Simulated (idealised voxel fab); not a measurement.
Name of the process module below: voxel plated lines
cross-section cut | 170 nm wide | cells 5 nm
Cross-sections here: square-cell grids, written as top-down lists of bands, a band being one or more rows of cells. Each band's line starts with the height of the band's top and of its bottom, in nm. Then come its materials from left to right, each with its width in nm. One material with "throughout" fills the band from edge to edge. "blank" is empty space. Heights are reckoned from 0. Under this level, the received wafer is all of one material. The bottommost band is open-ended downward, for example "z 0 and below". So if you see something like "30..40" for the width, read it as the top row of the band sitting at the first number and the bottom row at the second, with every row in between moving by the same amount as the last. When a step is marked "nothing different", none of the cells in the cross-section changed during that step. Closed-off voids of 8+ cells (no open route to the top) go in "Fully closed voids", written width x height at distance from the left edge, in nm. Note: text after step settings on the step line = simulator remark on that step. The optional step-line setting "overlay nm" applies to steps with a mask and quantifies how far to the right of its planned location the mask lay, a negative value indicating leftward placement.
-- Process steps - plan
| 1 | RECEIVE: material Si |
| 2 | CONFORMAL_DEP: material SiN, thk nm 5 |
| 3 | DIRECTIONAL_DEP: material TiN, thk nm 5 |
| 4 | PATTERN: tone open, mask id LINES, material resist, width nm 25, pitch nm 40, thk nm 25, overlay nm 0 |
| 5 | EPI: material Ru, thk nm 5 |
| 6 | EPI: material Ru, thk nm 5 |
| 7 | STRIP: etch materials resist |
| 8 | DIRECTIONAL_ETCH: etch materials TiN, depth nm 5 |
| 9 | CONFORMAL_DEP: material SiO2, thk nm 5 |
It is noted that the wafers described herein are identical at the outset and are distinguished by the thk nm of step 2; the value stated in the plan corresponds to the first wafer.
-- As-received state after step 1, first of several wafers, cross-section
	z 0 and below | Si throughout
	Fully closed voids: none
-- End of module: cross-section of the first of several wafers after step 9, the last step
	z 25 to 20 | blank: 45, then SiO2: 35, then blank: 5, then SiO2: 35, then blank: 50
	z 20 to 10 | blank: 45, then SiO2: 5, then Ru: 25, then SiO2: 5, then blank: 5, then SiO2: 5, then Ru: 25, then SiO2: 5, then blank: 50
	z 10 to 5 | SiO2: 50, then TiN: 25, then SiO2: 15, then TiN: 25, then SiO2: 55
	z 5 to 0 | SiN throughout
	z 0 and below | Si throughout
	Fully closed voids: none
-- So this is the cross-section on the last wafer at the end of the module
	z 40 to 35 | blank: 45, then SiO2: 35, then blank: 5, then SiO2: 35, then blank: 50
	z 35 to 25 | blank: 45, then SiO2: 5, then Ru: 25, then SiO2: 5, then blank: 5, then SiO2: 5, then Ru: 25, then SiO2: 5, then blank: 50
	z 25 to 20 | SiO2: 50, then TiN: 25, then SiO2: 15, then TiN: 25, then SiO2: 55
	z 20 to 0 | SiN throughout
	z 0 and below | Si throughout
	Fully closed voids: none
-- Where each wafer stands at the end of the module, a row apiece: cells of each material gained (+) or lost (-) since it was received, then closed voids
thk nm 5, +20 Ru, +34 SiN, +46 SiO2, +10 TiN, Fully closed voids: none
thk nm 10, +20 Ru, +68 SiN, +46 SiO2, +10 TiN, Fully closed voids: none
thk nm 15, +20 Ru, +102 SiN, +46 SiO2, +10 TiN, Fully closed voids: none
thk nm 20, +20 Ru, +136 SiN, +46 SiO2, +10 TiN, Fully closed voids: none
